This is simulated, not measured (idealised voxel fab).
Documented hereafter: the process module known as voxel double patterning.
Cross-sectional view cut (width: 270 nm; square cell size: 5 nm).
Think of the cross-section as a grid of square cells. We describe it in bands, top to bottom, and each band covers one or more rows of those cells. Heads up on the band format: heights come first, top then bottom, in nm. After that it's the materials left to right, each with its width in nm. A single material flagged "edge to edge" fills the whole band edge to edge, and "empty" means there's empty space there. Heights are measured from 0, the level below which the as-received wafer is all one material; the lowest band has no bottom and continues downward, written as in "0 -> down". Graded width ("30..40"): value in top row of band = first number; value in bottom row = second number; row-to-row change constant. Basically "no modifications" means that step didn't change any cell in the cross-section. Listed in "Enclosed void list": every empty space of 8 or more cells without an open way to the top. Form: width x height at distance, the distance being from the left edge, all in nm. Note: text after step settings on the step line = simulator remark on that step. "overlay nm" denotes, for a step that has a mask, the displacement of the mask to the right of its planned place, with negative values corresponding to the left.

**The following list gives the planned process steps**
- 1: RECEIVE with material Si
- 2: CONFORMAL_DEP with material SiN, thk nm 5
- 3: DIRECTIONAL_DEP with material SiO2, thk nm 15
- 4: DIRECTIONAL_DEP with material SiCN, thk nm 5
- 5: PATTERN with tone open, mask id FIRST, material resist, width nm 15, pitch nm 50, thk nm 20, overlay nm 0
- 6: DIRECTIONAL_ETCH with etch materials SiCN, depth nm 5
- 7: STRIP with etch materials resist
- 8: PATTERN with tone open, mask id SECOND, material resist, width nm 15, thk nm 20, overlay nm 0
- 9: DIRECTIONAL_ETCH with etch materials SiCN, depth nm 5
- 10: STRIP with etch materials resist
- 11: DIRECTIONAL_ETCH with etch materials SiO2, depth nm 15
- 12: STRIP with etch materials SiCN

**Cross-section of the wafer as it came to us, i.e., already through step 1**
    0 -> down: Si edge to edge
    Enclosed void list: none

**First wafer of two, sectioned at end of module; run went per plan**
    20 -> 5: SiO2: 100, empty: 15, SiO2: 10, empty: 15, SiO2: 10, empty: 15, SiO2: 105
    5 -> 0: SiN edge to edge
    0 -> down: Si edge to edge
    Enclosed void list: none

**Wafer two, end of module, cross-section. Same start, same plan as wafer one. One mistake in the run**
    20 -> 15: SiN edge to edge
    15 -> 0: SiO2 edge to edge
    0 -> down: Si edge to edge
    Enclosed void list: none
Error vs. plan: deviation from plan: step 3 and step 2 executed in one another's positions
In the final state, the cell counts of the second wafer exceed or fall short of those of the first for the following materials: 27 more of SiO2
